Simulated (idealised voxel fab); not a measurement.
Herein follows the process module entitled voxel ribs on slabs.
Each square cell in cross-section cut measures 5 nm, and the section as a whole is 190 nm wide.
A cross-section is a grid of square cells, given in bands from the top down. A band is one or more rows of cells. What a band's entry tells you: where the top is and where the bottom is, as heights in nm, and after that what lies inside, material by material from left to right, each with its width in nm. Empty space is written as the word "empty", and a single material marked with the word "all across" occupies the band from edge to edge. All heights in this document are referenced to 0, defined as the level beneath which the wafer, as received, consists entirely of one material. The lowest band is not bounded below; it extends indefinitely downward and is written in the form "top 0, no bottom". Quick explanation for "30->40": the width changes in equal steps down the rows of cells, from the first number in the band's top row to the second number in its bottom row. Key: "nothing different" - step with no changed cell in the cross-section. Heads up: "Encapsulated voids" only lists the empty pockets with no open path to the top that are 8 cells or more, and it writes them as width x height at distance, distance from the left edge, in nm. Read whatever lies past the settings on a step's line as the simulator's own remark about the step. For masked steps, "overlay nm" on the step line gives how far right of plan the mask actually lay; a minus sign means it lay to the left.
**Steps planned for the process**
- 1: RECEIVE,material Si
- 2: DIRECTIONAL_DEP,material SiO2,thk nm 20
- 3: DIRECTIONAL_DEP,material SiN,thk nm 20
- 4: DIRECTIONAL_DEP,material aC,thk nm 10
- 5: PATTERN,tone cover,mask id RIB,material resist,width nm 30,thk nm 30,overlay nm 0
- 6: DIRECTIONAL_ETCH,etch materials aC,depth nm 10
- 7: STRIP,etch materials resist
- 8: DIRECTIONAL_ETCH,etch materials SiN,depth nm 10
- 9: STRIP,etch materials aC
- 10: MASKED_ETCH,tone cover,mask id SLAB,width nm 70,etch materials SiN,depth nm 10,overlay nm 0
- 11: FILL_DEP,material SiO2,thk nm 20
- 12: CMP,height nm 55
- 13: DIRECTIONAL_DEP,material TiN,thk nm 10
- 14: PATTERN,tone cover,mask id HEATER,material resist,width nm 40,thk nm 20,overlay nm 0
- 15: DIRECTIONAL_ETCH,etch materials TiN,depth nm 10
- 16: STRIP,etch materials resist
- 17: CONFORMAL_DEP,material SiN,thk nm 5
**Cross-section of the wafer as it came to us, i.e., already through step 1**
  top 0, no bottom | Si all across
  Encapsulated voids: none
**Below is the wafer in cross-section after the module was completed. It began from the starting point shown above and followed the plan shown above, except that one mistake was made while running it**
  top 65, bottom 55 | empty=75 / TiN=40 / empty=75
  top 55, bottom 40 | SiO2 all across
  top 40, bottom 30 | SiO2=80 / SiN=30 / SiO2=80
  top 30, bottom 20 | SiO2=60 / SiN=70 / SiO2=60
  top 20, bottom 0 | SiO2 all across
  top 0, no bottom | Si all across
  Encapsulated voids: none
Want to know what went wrong? the plan's step 17 went unexecuted, having been skipped
